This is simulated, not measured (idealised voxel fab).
Presented below is a process module, voxel self aligned vias.
For reference, the cross-section in this document is cut, with width 230 nm and square cells of 5 nm.
Cross-section layout: square cells on a grid; listed as bands, top to bottom; a band spans one or more cell rows.
A band entry consists of two parts. The first gives the height of the band's top and the height of its bottom, in nm. The rest lists the band's materials from left to right, each with its width in nm. A single material labelled with the word "edge to edge" fills the band from edge to edge, and the word "blank" marks empty space.
Basically, 0 is our baseline, since under it the wafer straight out of the box is all one material. The bottom band has no lower end and keeps on going down, so it looks like "top 0, no bottom".
A width given as "30 to 40" starts at the first number in the band's top row and ends at the second number in its bottom row, shifting by an equal amount at every step from row to row.
What does "no modifications" mean for a step? It means no cell of the cross-section changed in that step.
"Non-vented voids" means: voids of 8 cells or more that are shut off from the top with no open way through. Written width x height at distance, distance from the left edge, in nm.
It should be noted that, on the line of a given step, the content following the step's settings is a remark produced by the simulator itself with respect to that step.
If you see "overlay nm" on a step's line and that step has a mask, it's telling you how far right of where it was planned the mask ended up; a negative number means it went left instead.
## The process steps that were planned are listed below
| 1 | RECEIVE | material Si |
| 2 | CONFORMAL_DEP | material SiO2 | thk nm 10 |
| 3 | CONFORMAL_DEP | material SiCN | thk nm 5 |
| 4 | DIRECTIONAL_DEP | material SiO2 | thk nm 30 |
| 5 | DIRECTIONAL_DEP | material aC | thk nm 10 |
| 6 | PATTERN | tone open | mask id LINES | material resist | width nm 30 | pitch nm 55 | thk nm 30 | overlay nm 0 |
| 7 | DIRECTIONAL_ETCH | etch materials aC | depth nm 10 |
| 8 | STRIP | etch materials resist |
| 9 | DIRECTIONAL_ETCH | etch materials SiO2 | depth nm 30 |
| 10 | STRIP | etch materials aC |
| 11 | CONFORMAL_DEP | material TiN | thk nm 5 |
| 12 | FILL_DEP | material Ru | thk nm 5 |
| 13 | CMP | height nm 45 |
| 14 | SELECTIVE_ETCH | etch materials W Ru TiN | depth nm 10 |
| 15 | FILL_DEP | material SiN | thk nm 10 |
| 16 | CMP | height nm 45 |
| 17 | DIRECTIONAL_DEP | material SiO2 | thk nm 15 |
| 18 | DIRECTIONAL_DEP | material aC | thk nm 10 |
| 19 | PATTERN | tone open | mask id VIAS | material resist | width nm 40 | thk nm 30 | overlay nm 0 |
| 20 | DIRECTIONAL_ETCH | etch materials aC | depth nm 10 |
| 21 | STRIP | etch materials resist |
| 22 | DIRECTIONAL_ETCH | etch materials SiO2 | depth nm 15 |
| 23 | DIRECTIONAL_ETCH | etch materials SiN | depth nm 10 |
| 24 | STRIP | etch materials aC |
| 25 | CONFORMAL_DEP | material TiN | thk nm 5 |
| 26 | FILL_DEP | material Cu | thk nm 5 |
| 27 | CMP | height nm 60 |
| 28 | CONFORMAL_DEP | material SiN | thk nm 5 |
## As-received wafer cross-section (after step 1)
> top 0, no bottom | Si edge to edge
> Non-vented voids: none
## Below is the wafer in cross-section after the module was completed. It began from the starting point shown above and followed the plan shown above, except that one mistake was made while running it
> top 65, bottom 60 | SiN edge to edge
> top 60, bottom 45 | SiO2=65, TiN=5, Cu=30, TiN=5, SiO2=125
> top 45, bottom 40 | SiO2=65, TiN=5, Cu=30, TiN=5, SiO2=20, SiN=30, SiO2=75
> top 40, bottom 35 | SiO2=65, TiN=40, SiO2=20, SiN=30, SiO2=75
> top 35, bottom 30 | SiO2=65, TiN=10, Ru=20, TiN=10, SiO2=20, TiN=5, Ru=20, TiN=5, SiO2=75
> top 30, bottom 20 | SiO2=70, TiN=5, Ru=20, TiN=5, SiO2=25, TiN=5, Ru=20, TiN=5, SiO2=75
> top 20, bottom 15 | SiO2=70, TiN=30, SiO2=25, TiN=30, SiO2=75
> top 15, bottom 10 | SiCN edge to edge
> top 10, bottom 0 | SiO2 edge to edge
> top 0, no bottom | Si edge to edge
> Non-vented voids: none
Heads up, the wafer didn't run the way we planned it: execution of plan step 22 occurred twice
